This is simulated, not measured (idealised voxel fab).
Documented hereafter: the process module known as voxel fin reveal.
The figure presents cross-section cut, which has a width of 220 nm and is divided into square cells with an edge length of 5 nm.
In this document a cross-section is written as a grid of square cells. It is given as a series of bands, listed from the top down, and a band is one or more rows of cells.
What a band's entry tells you: where the top is and where the bottom is, as heights in nm, and after that what lies inside, material by material from left to right, each with its width in nm. Empty space is written as the word "empty", and a single material marked with the word "everywhere" occupies the band from edge to edge.
Beneath 0, the wafer as received is one material, and that level is where height counting begins. The lowest band goes on downward without a bottom; it is written like "0 nm and below".
The notation "30..40" denotes a width that varies across the rows of cells in the band, beginning at the first number in the top row, finishing at the second number in the bottom row, and changing by an identical amount from each row to the next.
No cell of the cross-section changed in a step that is given as "no change occurred".
Basically, "Non-vented voids" tells you about the enclosed voids: empty spaces with no open way to the top, 8 cells or bigger, each written width x height at distance, where distance is from the left edge, all in nm.
If you see something after the settings on a step's line, that's the simulator's own remark about that step.
overlay nm: where the mask lay relative to plan, measured to the right, on steps with a mask; negatives go left.

These are the steps we planned for the process
| 1 | RECEIVE [material Si] |
| 2 | CONFORMAL_DEP [material SiN] [thk nm 10] |
| 3 | MASKED_ETCH [tone cover] [mask id FINS] [width nm 15] [pitch nm 45] [etch materials SiN] [depth nm 10] [overlay nm 0] |
| 4 | MASKED_ETCH [tone cover] [mask id FINS] [width nm 15] [pitch nm 45] [etch materials Si] [depth nm 35] [overlay nm 0] |
| 5 | OXIDIZE [depth nm 5] |
| 6 | FILL_DEP [material SiO2] [thk nm 10] |
| 7 | CMP [height nm 10] |
| 8 | SELECTIVE_ETCH [etch materials SiO2] [depth nm 35] |
| 9 | STRIP [etch materials SiN] |

As-received state of the wafer in cross-section, equivalent to post-step 1
- 0 nm and below  Si everywhere
- Non-vented voids: none

Starting structure and process plan are as shown above, but one mistake was made in running the module; the wafer cross-section at the end of the module follows
- 0 nm to -40 nm  85 of empty, then 5 of Si, then 40 of empty, then 5 of Si, then 85 of empty
- -40 nm and below  Si everywhere
- Non-vented voids: none
In executing the process, a mistake was made relative to the plan: twice, step 8 of the plan was run
